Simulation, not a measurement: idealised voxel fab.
process module | voxel trench capacitor
cross-section cut | 245 nm wide | cells 5 nm
A cross-section is a grid of square cells, given in bands from the top down. A band is one or more rows of cells.
Each band's line starts with the height of the band's top and of its bottom, in nm. Then come its materials from left to right, each with its width in nm. One material with "throughout" fills the band from edge to edge. "air" is empty space.
Height 0 is the level under which the wafer as received is all one material. The lowest band goes on downwards, as in "0 down".
A width such as "30 to 40" changes by the same amount from each row of cells to the next, from the band's top row to its bottom row.
"no change" after a step means that no cell of the cross-section changed.
closed voids: empty space of 8 cells or more with no open way to the top, each as width x height at its distance from the left edge, in nm
after a step's settings: what the simulator itself notes on the step
overlay nm, on a step with a mask: how far to the right of its planned place the mask lay; to the left if negative
plan
1 op RECEIVE | material Si
2 op CONFORMAL_DEP | material SiN | thk nm 10
3 op DIRECTIONAL_DEP | material aC | thk nm 15
4 op PATTERN | tone open | mask id TRENCH | material resist | width nm 20 | pitch nm 40 | thk nm 35 | overlay nm 0
5 op DIRECTIONAL_ETCH | etch materials aC | depth nm 15
6 op STRIP | etch materials resist
7 op DIRECTIONAL_ETCH | etch materials SiN | depth nm 10
8 op DIRECTIONAL_ETCH | etch materials Si | depth nm 30
9 op STRIP | etch materials aC
10 op CONFORMAL_DEP | material Al2O3 | thk nm 5
11 op FILL_DEP | material polySi | thk nm 10
12 op CMP | height nm 10
as received, after step 1
  0 down: Si throughout
  closed voids: none
a wafer at the end: this start, this plan, one mistake
  10 to 0: SiN 95 | Al2O3 5 | polySi 10 | Al2O3 5 | SiN 20 | Al2O3 5 | polySi 10 | Al2O3 5 | SiN 90
  0 to -25: Si 95 | Al2O3 5 | polySi 10 | Al2O3 5 | Si 20 | Al2O3 5 | polySi 10 | Al2O3 5 | Si 90
  -25 to -30: Si 95 | Al2O3 20 | Si 20 | Al2O3 20 | Si 90
  -30 down: Si throughout
  closed voids: none
what went wrong: step 4 ran as: op PATTERN | tone open | mask id TRENCH | material resist | width nm 20 | pitch nm 40 | thk nm 35 | overlay nm 5
